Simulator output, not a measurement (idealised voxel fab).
Title: Process Module voxel ribs on slabs
This is section cut - it's 290 nm across, gridded in 5 nm square cells.
Square cells in a grid make up a cross-section in this document, and the grid is given as bands, listed from the top down, each one or more rows of cells. Band entry format. Leading values: height of top, height of bottom, nm. Remainder: materials in left-to-right order, each with its width in nm. Special words: "throughout" on a single material, which then fills the band edge to edge; "air", empty space. Height is counted from the level 0, under which the received wafer is composed throughout of one material. The lowest of the bands is not closed at the bottom but continues downward, in the notation "0 down". A width given as "30 to 40" starts at the first number in the band's top row and ends at the second number in its bottom row, shifting by an equal amount at every step from row to row. The designation "no change occurred", where it is given for a processing step, indicates that no cell of the cross-section was altered in the course of that step. Entry "Enclosed internal cavities". Content: empty spaces with no open connection to the top, size 8 cells or greater. Each: width x height at distance. Distance: from left edge. Unit: nm. Anything after a step's settings on that line? It's the simulator's own note about the step. "overlay nm" denotes, for a step that has a mask, the displacement of the mask to the right of its planned place, with negative values corresponding to the left.
Planned step list for the process
1) RECEIVE,material Si
2) DIRECTIONAL_DEP,material SiO2,thk nm 25
3) DIRECTIONAL_DEP,material SiN,thk nm 20
4) PATTERN,tone cover,mask id RIB,material resist,width nm 30,thk nm 15,overlay nm 0
5) DIRECTIONAL_ETCH,etch materials SiN,depth nm 10
6) STRIP,etch materials resist
7) DIRECTIONAL_DEP,material aC,thk nm 15
8) PATTERN,tone cover,mask id SLAB,material resist,width nm 60,thk nm 30,overlay nm 0
9) DIRECTIONAL_ETCH,etch materials aC,depth nm 15
10) STRIP,etch materials resist
11) DIRECTIONAL_ETCH,etch materials SiN,depth nm 10
12) STRIP,etch materials aC
13) FILL_DEP,material SiO2,thk nm 25
14) CMP,height nm 65
15) DIRECTIONAL_DEP,material TiN,thk nm 5
16) PATTERN,tone cover,mask id HEATER,material resist,width nm 40,thk nm 15,overlay nm 0
17) DIRECTIONAL_ETCH,etch materials TiN,depth nm 5
18) STRIP,etch materials resist
19) CONFORMAL_DEP,material SiO2,thk nm 5
Incoming wafer in cross-section (state: after step 1)
* 0 down  Si throughout
* Enclosed internal cavities: none
The first of two wafers, cross-sectioned at the end of the module, with the run proceeding as planned
* 75 to 70  air (120) / SiO2 (50) / air (120)
* 70 to 65  SiO2 (125) / TiN (40) / SiO2 (125)
* 65 to 45  SiO2 throughout
* 45 to 35  SiO2 (130) / SiN (30) / SiO2 (130)
* 35 to 25  SiO2 (115) / SiN (60) / SiO2 (115)
* 25 to 0  SiO2 throughout
* 0 down  Si throughout
* Enclosed internal cavities: none
Module end: cross-section of wafer two of two. Same start and process plan as the first wafer. One mistake during execution
* 75 to 45  SiO2 throughout
* 45 to 35  SiO2 (130) / SiN (30) / SiO2 (130)
* 35 to 25  SiO2 (115) / SiN (60) / SiO2 (115)
* 25 to 0  SiO2 throughout
* 0 down  Si throughout
* Enclosed internal cavities: none
Error vs. plan: step 15 changed vs plan, executed as DIRECTIONAL_DEP,material SiO2,thk nm 5
End check, counted in cells, second wafer has more or fewer of these materials than the first: +56 SiO2, -8 TiN
